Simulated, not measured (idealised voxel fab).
Process module name: voxel spacer lines
Section cut is 185 nm wide and gridded with 5 nm square cells.
In this document a cross-section is written as a grid of square cells. It is given as a series of bands, listed from the top down, and a band is one or more rows of cells.
Band: top and bottom heights (nm) first, top before bottom; then materials from left to right, widths in nm. "all across" marks a sole material filling the band edge to edge. "air" denotes empty space.
Below 0: as-received wafer, all one material; heights counted from there. Lowest band: no bottom, goes on down, written "z 0 and below".
Per-row width for "30..40": begins at first number (top row of band), ends at second number (bottom row), increment between rows held constant.
Step note "all unchanged" = no cross-section cell changed.
Basically, "Sealed internal cavities" tells you about the enclosed voids: empty spaces with no open way to the top, 8 cells or bigger, each written width x height at distance, where distance is from the left edge, all in nm.
Where a step's line continues beyond its settings, the continuation is a remark by the simulator itself on that step.
For masked steps, "overlay nm" on the step line gives how far right of plan the mask actually lay; a minus sign means it lay to the left.
Process steps foreseen in the plan
1) RECEIVE | material Si
2) CONFORMAL_DEP | material Al2O3 | thk nm 5
3) DIRECTIONAL_DEP | material SiN | thk nm 10
4) DIRECTIONAL_DEP | material polySi | thk nm 30
5) PATTERN | tone cover | mask id MANDREL | material resist | width nm 15 | pitch nm 50 | thk nm 40 | overlay nm 0
6) DIRECTIONAL_ETCH | etch materials polySi | depth nm 30
7) STRIP | etch materials resist
8) CONFORMAL_DEP | material SiO2 | thk nm 10
9) DIRECTIONAL_ETCH | etch materials SiO2 | depth nm 10
10) STRIP | etch materials polySi
11) DIRECTIONAL_ETCH | etch materials SiN | depth nm 10
12) STRIP | etch materials SiO2
The cross-section here shows the wafer as received, i.e. in its state after step 1
* z 0 and below  Si all across
* Sealed internal cavities: none
Here's the wafer cut in cross-section after the module, started and planned just like above, except one thing was done wrong in the run
* z 10 to 0  air 50, then SiN 10, then air 15, then SiN 10, then air 15, then SiN 10, then air 15, then SiN 10, then air 50
* z 0 and below  Si all across
* Sealed internal cavities: none
Misprocessing identified: step 2 in the plan did not get run; it was skipped
